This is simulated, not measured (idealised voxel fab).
The document below concerns the process module designated voxel self aligned vias.
Section shown: cut. Width: 245 nm. Cell size: 5 nm, square.
If you're reading a cross-section in this doc, picture square cells in a grid; it comes to you as bands, top ones listed first down to the bottom, and a band can be one or more rows of cells.
Band: top height; bottom height; in nm. Then, left to right: material with width in nm, for each material. "all across": a single material spanning edge to edge. "empty": empty space.
Height datum 0, below which the as-received substrate wafer is one material. Lowest band open at the bottom, running downward: "0 -> down".
Top row gets the first number, bottom row gets the second, and each row in between changes by the same step: that is how a band width like "30->40" works.
You'll sometimes find "remains unaltered" written for a step, and that's the way of saying that nowhere in the cross-section did a cell change during that step.
Trapped void list: empty space of 8 cells or more with no open way to the top, each as width x height at its distance from the left edge, in nm
Post-settings text on a step line: simulator's own remark regarding the step.
The optional step-line setting "overlay nm" applies to steps with a mask and quantifies how far to the right of its planned location the mask lay, a negative value indicating leftward placement.

# Below is the list of planned process steps
step 1: RECEIVE (material Si)
step 2: CONFORMAL_DEP (material SiO2; thk nm 10)
step 3: CONFORMAL_DEP (material SiCN; thk nm 5)
step 4: DIRECTIONAL_DEP (material lowk; thk nm 25)
step 5: DIRECTIONAL_DEP (material aC; thk nm 15)
step 6: PATTERN (tone open; mask id LINES; material resist; width nm 25; pitch nm 60; thk nm 35; overlay nm 0)
step 7: DIRECTIONAL_ETCH (etch materials aC; depth nm 15)
step 8: STRIP (etch materials resist)
step 9: DIRECTIONAL_ETCH (etch materials lowk; depth nm 25)
step 10: STRIP (etch materials aC)
step 11: CONFORMAL_DEP (material TiN; thk nm 5)
step 12: FILL_DEP (material W; thk nm 5)
step 13: CMP (height nm 40)
step 14: SELECTIVE_ETCH (etch materials W Ru TiN; depth nm 5)
step 15: FILL_DEP (material SiN; thk nm 10)
step 16: CMP (height nm 40)
step 17: DIRECTIONAL_DEP (material lowk; thk nm 20)
step 18: DIRECTIONAL_DEP (material aC; thk nm 10)
step 19: PATTERN (tone open; mask id VIAS; material resist; width nm 35; pitch nm 60; thk nm 25; overlay nm 0)
step 20: DIRECTIONAL_ETCH (etch materials aC; depth nm 10)
step 21: STRIP (etch materials resist)
step 22: DIRECTIONAL_ETCH (etch materials lowk; depth nm 20)
step 23: DIRECTIONAL_ETCH (etch materials SiN; depth nm 5)
step 24: STRIP (etch materials aC)
step 25: CONFORMAL_DEP (material TiN; thk nm 5)
step 26: FILL_DEP (material Ru; thk nm 10)
step 27: CMP (height nm 60)
step 28: CONFORMAL_DEP (material SiN; thk nm 5)

# Cross-section: wafer on arrival = after step 1
* 0 -> down  Si all across
* Trapped void list: none

# This is how the wafer looks in cross-section once the module is done, given the starting state and plan above and one mistake in carrying the plan out
* 65 -> 60  SiN all across
* 60 -> 45  lowk 75 nm | TiN 5 nm | Ru 30 nm | TiN 5 nm | lowk 20 nm | TiN 5 nm | Ru 30 nm | TiN 5 nm | lowk 70 nm
* 45 -> 40  lowk 75 nm | TiN 10 nm | Ru 15 nm | TiN 15 nm | lowk 20 nm | TiN 10 nm | Ru 15 nm | TiN 15 nm | lowk 70 nm
* 40 -> 35  lowk 80 nm | TiN 25 nm | lowk 35 nm | TiN 25 nm | lowk 80 nm
* 35 -> 20  lowk 80 nm | TiN 5 nm | W 15 nm | TiN 5 nm | lowk 35 nm | TiN 5 nm | W 15 nm | TiN 5 nm | lowk 80 nm
* 20 -> 15  lowk 80 nm | TiN 25 nm | lowk 35 nm | TiN 25 nm | lowk 80 nm
* 15 -> 10  SiCN all across
* 10 -> 0  SiO2 all across
* 0 -> down  Si all across
* Trapped void list: none
The plan and the run diverged here: step 19 went in with a setting other than planned; the actual run was PATTERN (tone open; mask id VIAS; material resist; width nm 40; pitch nm 60; thk nm 25; overlay nm 0)
